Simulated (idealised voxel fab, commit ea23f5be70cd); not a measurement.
The process module presented herein is designated voxel transistor to metal.
It is cross-section cut that appears here, measuring 165 nm in width, its square cells being 5 nm in size.
The cross-sections in this document take the form of a grid made of square cells. They are written out as bands, in order from top to bottom. Each band consists of one or more rows of cells. What a band's entry tells you: where the top is and where the bottom is, as heights in nm, and after that what lies inside, material by material from left to right, each with its width in nm. Empty space is written as the word "empty", and a single material marked with the word "full width" occupies the band from edge to edge. The level at which height equals 0 is the one under which the wafer, as it arrives, is entirely one material. No lower edge exists for the bottom band, which continues downward and is notated as in "z 0 and below". Per-row width for "30 to 40": begins at first number (top row of band), ends at second number (bottom row), increment between rows held constant. "remained the same" (step): cross-section cells unchanged, all of them. Empty spaces counting at least 8 cells and having no open way to the top are listed in "Catalogued sealed voids". The notation width x height at distance is used for each, the distance being from the left edge and all three values in nm. Text after the settings on a step's line: the simulator's own remark on that step. A step's line can hold "overlay nm"; with a mask on that step, the setting says how far right of the planned place the mask lay, while a negative setting says it lay to the left.

[So here's the lineup of process steps we planned]
| 1 | RECEIVE [material Si] |
| 2 | OXIDIZE [depth nm 5] |
| 3 | CONFORMAL_DEP [material SiN] [thk nm 10] |
| 4 | MASKED_ETCH [tone cover] [mask id ACTIVE] [width nm 115] [etch materials SiN] [depth nm 10] [overlay nm 0] |
| 5 | MASKED_ETCH [tone cover] [mask id ACTIVE] [width nm 115] [etch materials SiO2] [depth nm 5] [overlay nm 0] |
| 6 | MASKED_ETCH [tone cover] [mask id ACTIVE] [width nm 115] [etch materials Si] [depth nm 35] [overlay nm 0] |
| 7 | OXIDIZE [depth nm 5] |
| 8 | FILL_DEP [material SiO2] [thk nm 15] |
| 9 | CMP [height nm 10] |
| 10 | SELECTIVE_ETCH [etch materials SiO2] [depth nm 10] |
| 11 | STRIP [etch materials SiN] |
| 12 | SELECTIVE_ETCH [etch materials SiO2] [depth nm 5] |
| 13 | OXIDIZE [depth nm 5] |
| 14 | DIRECTIONAL_DEP [material polySi] [thk nm 25] |
| 15 | DIRECTIONAL_DEP [material SiCN] [thk nm 10] |
| 16 | MASKED_ETCH [tone cover] [mask id GATE] [width nm 35] [etch materials SiCN] [depth nm 20] [overlay nm 0] |
| 17 | MASKED_ETCH [tone cover] [mask id GATE] [width nm 35] [etch materials polySi] [depth nm 35] [overlay nm 0] |
| 18 | CONFORMAL_DEP [material SiN] [thk nm 10] |
| 19 | DIRECTIONAL_ETCH [etch materials SiN] [depth nm 10] |
| 20 | DIRECTIONAL_ETCH [etch materials SiO2] [depth nm 5] |
| 21 | DIRECTIONAL_ETCH [etch materials Si] [depth nm 5] |
| 22 | EPI [material SiGe] [thk nm 5] |
| 23 | FILL_DEP [material SiO2] [thk nm 10] |
| 24 | CMP [height nm 20] |
| 25 | STRIP [etch materials polySi] |
| 26 | SELECTIVE_ETCH [etch materials SiO2] [depth nm 5] |
| 27 | CONFORMAL_DEP [material HfO2] [thk nm 5] |
| 28 | CONFORMAL_DEP [material TiN] [thk nm 5] |
| 29 | FILL_DEP [material W] [thk nm 5] |
| 30 | CMP [height nm 15] |
| 31 | DIRECTIONAL_DEP [material SiO2] [thk nm 10] |
| 32 | DIRECTIONAL_DEP [material aC] [thk nm 10] |
| 33 | PATTERN [tone open] [mask id CONTACT] [material resist] [width nm 20] [pitch nm 85] [thk nm 30] [overlay nm 0] |
| 34 | DIRECTIONAL_ETCH [etch materials aC] [depth nm 10] |
| 35 | STRIP [etch materials resist] |
| 36 | DIRECTIONAL_ETCH [etch materials SiO2] [depth nm 35] |
| 37 | STRIP [etch materials aC] |
| 38 | CONFORMAL_DEP [material TiN] [thk nm 5] |
| 39 | FILL_DEP [material W] [thk nm 5] |
| 40 | CMP [height nm 25] |
| 41 | DIRECTIONAL_DEP [material TiN] [thk nm 5] |
| 42 | DIRECTIONAL_DEP [material W] [thk nm 25] |
| 43 | MASKED_ETCH [tone cover] [mask id METAL_1] [width nm 20] [pitch nm 85] [etch materials W] [depth nm 25] [overlay nm 0] |
| 44 | MASKED_ETCH [tone cover] [mask id METAL_1] [width nm 20] [pitch nm 85] [etch materials TiN] [depth nm 5] [overlay nm 0] |
| 45 | CONFORMAL_DEP [material SiN] [thk nm 5] |
| 46 | FILL_DEP [material lowk] [thk nm 5] |
| 47 | CMP [height nm 55] |
| 48 | CONFORMAL_DEP [material SiCN] [thk nm 5] |

[Incoming wafer in cross-section (state: after step 1)]
  z 0 and below  Si full width
  Catalogued sealed voids: none

[The first of two wafers, cross-sectioned at the end of the module, with the run proceeding as planned]
  z 60 to 55  SiCN full width
  z 55 to 30  lowk (25)  SiN (5)  W (20)  SiN (5)  lowk (55)  SiN (5)  W (20)  SiN (5)  lowk (25)
  z 30 to 25  SiN (30)  TiN (20)  SiN (65)  TiN (20)  SiN (30)
  z 25 to 15  SiO2 (30)  TiN (5)  W (10)  TiN (5)  SiO2 (65)  TiN (5)  W (10)  TiN (5)  SiO2 (30)
  z 15 to 0  SiO2 (30)  TiN (5)  W (10)  TiN (5)  SiO2 (5)  SiN (10)  HfO2 (5)  TiN (5)  W (15)  TiN (5)  HfO2 (5)  SiN (10)  SiO2 (5)  TiN (5)  W (10)  TiN (5)  SiO2 (30)
  z 0 to -5  SiO2 (30)  TiN (5)  W (10)  TiN (5)  SiO2 (5)  SiN (10)  HfO2 (5)  TiN (25)  HfO2 (5)  SiN (10)  SiO2 (5)  TiN (5)  W (10)  TiN (5)  SiO2 (30)
  z -5 to -10  SiO2 (30)  TiN (20)  SiGe (5)  SiO2 (5)  HfO2 (45)  SiO2 (5)  SiGe (5)  TiN (20)  SiO2 (30)
  z -10 to -15  SiO2 (30)  SiGe (25)  Si (55)  SiGe (25)  SiO2 (30)
  z -15 to -45  SiO2 (30)  Si (105)  SiO2 (30)
  z -45 and below  Si full width
  Catalogued sealed voids: none

[Wafer two (of two), end-of-module cross-section: start = wafer one, plan = wafer one, one run mistake]
  z 60 to 55  SiCN full width
  z 55 to 30  lowk (25)  SiN (5)  W (20)  SiN (5)  lowk (55)  SiN (5)  W (20)  SiN (5)  lowk (25)
  z 30 to 25  SiN (30)  TiN (20)  SiN (65)  TiN (20)  SiN (30)
  z 25 to 15  SiO2 (30)  TiN (5)  W (10)  TiN (5)  SiO2 (65)  TiN (5)  W (10)  TiN (5)  SiO2 (30)
  z 15 to 0  SiO2 (30)  TiN (5)  W (10)  TiN (5)  SiO2 (5)  SiN (10)  HfO2 (5)  TiN (5)  W (15)  TiN (5)  HfO2 (5)  SiN (10)  SiO2 (5)  TiN (5)  W (10)  TiN (5)  SiO2 (30)
  z 0 to -5  SiO2 (30)  TiN (5)  W (10)  TiN (5)  SiO2 (5)  SiN (10)  HfO2 (5)  TiN (25)  HfO2 (5)  SiN (10)  SiO2 (5)  TiN (5)  W (10)  TiN (5)  SiO2 (30)
  z -5 to -10  SiO2 (10)  SiN (20)  TiN (20)  SiGe (5)  SiO2 (5)  HfO2 (45)  SiO2 (5)  SiGe (5)  TiN (20)  SiN (20)  SiO2 (10)
  z -10 to -15  SiO2 (10)  SiN (20)  SiO2 (5)  SiGe (20)  Si (55)  SiGe (20)  SiO2 (5)  SiN (20)  SiO2 (10)
  z -15 to -20  SiO2 (35)  Si (95)  SiO2 (35)
  z -20 to -45  SiO2 (30)  Si (105)  SiO2 (30)
  z -45 and below  Si full width
  Catalogued sealed voids: none
Against the plan, the run slipped here: steps 10 and 11 were swapped
Per the end-of-run cell counts, the second wafer holds more or fewer of some materials than the first: 2 fewer of Si, 2 fewer of SiGe, 16 more of SiN, 12 fewer of SiO2
